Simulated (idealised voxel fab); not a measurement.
The following process module bears the name voxel lift off.
Cross-section cut: width 265 nm, square cells of 5 nm.
Notation: cross-section as square-cell grid; stated in bands, top first, going down; one or more cell rows per band.
Quick guide to a band line: top height, bottom height (nm) up front; then every material left to right with its width in nm. Only one material and it's marked "throughout"? Then it fills the band edge to edge. And "blank" just means empty space.
Heights are reckoned from 0. Under this level, the received wafer is all of one material. The bottommost band is open-ended downward, for example "0..down".
You'd read "30->40" like this: the band's top row of cells is as wide as the first number, its bottom row is as wide as the second, and going down, every row changes width by the same amount as the row before did.
When a step is marked "no modifications", none of the cells in the cross-section changed during that step.
"Cavities, closed": empty spaces of 8 cells or more with no open way to the top, each given as width x height at distance, distance from the left edge, all in nm.
Where a step's line continues beyond its settings, the continuation is a remark by the simulator itself on that step.
Steps that use a mask can have "overlay nm" on their line. It says how far the mask sat to the right of where it was meant to be. Negative means to the left.

HERE'S WHAT THE PLANNED PROCESS STEPS LOOK LIKE
1: op RECEIVE | material Si
2: op CONFORMAL_DEP | material SiO2 | thk nm 5
3: op PATTERN | tone open | mask id LINES | material resist | width nm 15 | pitch nm 50 | thk nm 30 | overlay nm 0
4: op DIRECTIONAL_DEP | material Ru | thk nm 15
5: op STRIP | etch materials resist
6: op CONFORMAL_DEP | material SiO2 | thk nm 5
Keep in mind the plan's value for the width nm of step 3 comes from the first wafer; the wafers don't share that setting, but they do share the same starting point.

CROSS-SECTIONAL VIEW OF THE FIRST OF SEVERAL WAFERS IN THE AS-RECEIVED CONDITION, CORRESPONDING TO THE STATE FOLLOWING STEP 1
  0..down  Si throughout
  Cavities, closed: none

END OF THE MODULE, PAST ITS LAST STEP, STEP 6: HOW THE FIRST OF SEVERAL WAFERS LOOKS IN CROSS-SECTION
  25..20  blank 95 nm, SiO2 25 nm, blank 25 nm, SiO2 25 nm, blank 95 nm
  20..10  blank 95 nm, SiO2 5 nm, Ru 15 nm, SiO2 5 nm, blank 25 nm, SiO2 5 nm, Ru 15 nm, SiO2 5 nm, blank 95 nm
  10..5  SiO2 100 nm, Ru 15 nm, SiO2 35 nm, Ru 15 nm, SiO2 100 nm
  5..0  SiO2 throughout
  0..down  Si throughout
  Cavities, closed: none

SO THIS IS THE CROSS-SECTION ON THE LAST WAFER AT THE END OF THE MODULE
  25..20  blank 85 nm, SiO2 45 nm, blank 5 nm, SiO2 45 nm, blank 85 nm
  20..10  blank 85 nm, SiO2 5 nm, Ru 35 nm, SiO2 5 nm, blank 5 nm, SiO2 5 nm, Ru 35 nm, SiO2 5 nm, blank 85 nm
  10..5  SiO2 90 nm, Ru 35 nm, SiO2 15 nm, Ru 35 nm, SiO2 90 nm
  5..0  SiO2 throughout
  0..down  Si throughout
  Cavities, closed: none

SO IN THIS TABLE EVERY WAFER GETS ITS OWN ROW, AND WHAT YOU SEE IS WHERE IT STANDS AT THE END OF THE MODULE: FOR EACH MATERIAL, HOW MANY CELLS IT PICKED UP (+) OR GAVE UP (-) SINCE WE RECEIVED IT, AND AFTER THAT ITS CLOSED VOIDS
width nm 15 | +18 Ru | +118 SiO2 | Cavities, closed: none
width nm 20 | +24 Ru | +118 SiO2 | Cavities, closed: none
width nm 25 | +30 Ru | +118 SiO2 | Cavities, closed: none
width nm 30 | +36 Ru | +118 SiO2 | Cavities, closed: none
width nm 35 | +42 Ru | +118 SiO2 | Cavities, closed: none
